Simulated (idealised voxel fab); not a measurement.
process module | voxel self aligned contacts
cross-section cut | 220 nm wide | cells 5 nm
A cross-section is a grid of square cells, given in bands from the top down. A band is one or more rows of cells.
Each band's line starts with the height of the band's top and of its bottom, in nm. Then come its materials from left to right, each with its width in nm. One material with "throughout" fills the band from edge to edge. "air" is empty space.
Height 0 is the level under which the wafer as received is all one material. The lowest band goes on downwards, as in "0 down".
A width such as "30 to 40" changes by the same amount from each row of cells to the next, from the band's top row to its bottom row.
"no change" after a step means that no cell of the cross-section changed.
closed voids: empty space of 8 cells or more with no open way to the top, each as width x height at its distance from the left edge, in nm
after a step's settings: what the simulator itself notes on the step
overlay nm, on a step with a mask: how far to the right of its planned place the mask lay; to the left if negative
plan
1 op RECEIVE | material Si
2 op OXIDIZE | depth nm 5
3 op DIRECTIONAL_DEP | material polySi | thk nm 25
4 op DIRECTIONAL_DEP | material SiN | thk nm 20
5 op PATTERN | tone cover | mask id GATE | material resist | width nm 25 | pitch nm 55 | thk nm 20 | overlay nm 0
6 op DIRECTIONAL_ETCH | etch materials SiN | depth nm 20
7 op DIRECTIONAL_ETCH | etch materials polySi | depth nm 25
8 op STRIP | etch materials resist
9 op CONFORMAL_DEP | material SiN | thk nm 5
10 op DIRECTIONAL_ETCH | etch materials SiN | depth nm 5
11 op FILL_DEP | material SiO2 | thk nm 15
12 op CMP | height nm 50
13 op PATTERN | tone open | mask id CONTACT | material resist | width nm 40 | thk nm 20 | overlay nm 0
14 op DIRECTIONAL_ETCH | etch materials SiO2 | depth nm 55
15 op STRIP | etch materials resist
16 op CONFORMAL_DEP | material TiN | thk nm 5
17 op FILL_DEP | material Ru | thk nm 10
18 op CMP | height nm 50
19 op CONFORMAL_DEP | material SiN | thk nm 5
as received, after step 1
  0 down: Si throughout
  closed voids: none
a wafer at the end: this start, this plan, one mistake
  55 to 50: SiN throughout
  50 to 45: SiO2 90 | TiN 20 | Ru 10 | TiN 10 | SiO2 90
  45 to 25: SiO2 70 | SiN 35 | TiN 5 | Ru 10 | TiN 5 | SiN 35 | SiO2 60
  25 to 0: SiO2 70 | SiN 5 | polySi 25 | SiN 5 | TiN 5 | Ru 10 | TiN 5 | SiN 5 | polySi 25 | SiN 5 | SiO2 60
  0 to -5: SiO2 105 | TiN 20 | SiO2 95
  -5 down: Si throughout
  closed voids: none
what went wrong: step 5 ran as: op PATTERN | tone cover | mask id GATE | material resist | width nm 25 | pitch nm 55 | thk nm 20 | overlay nm 5
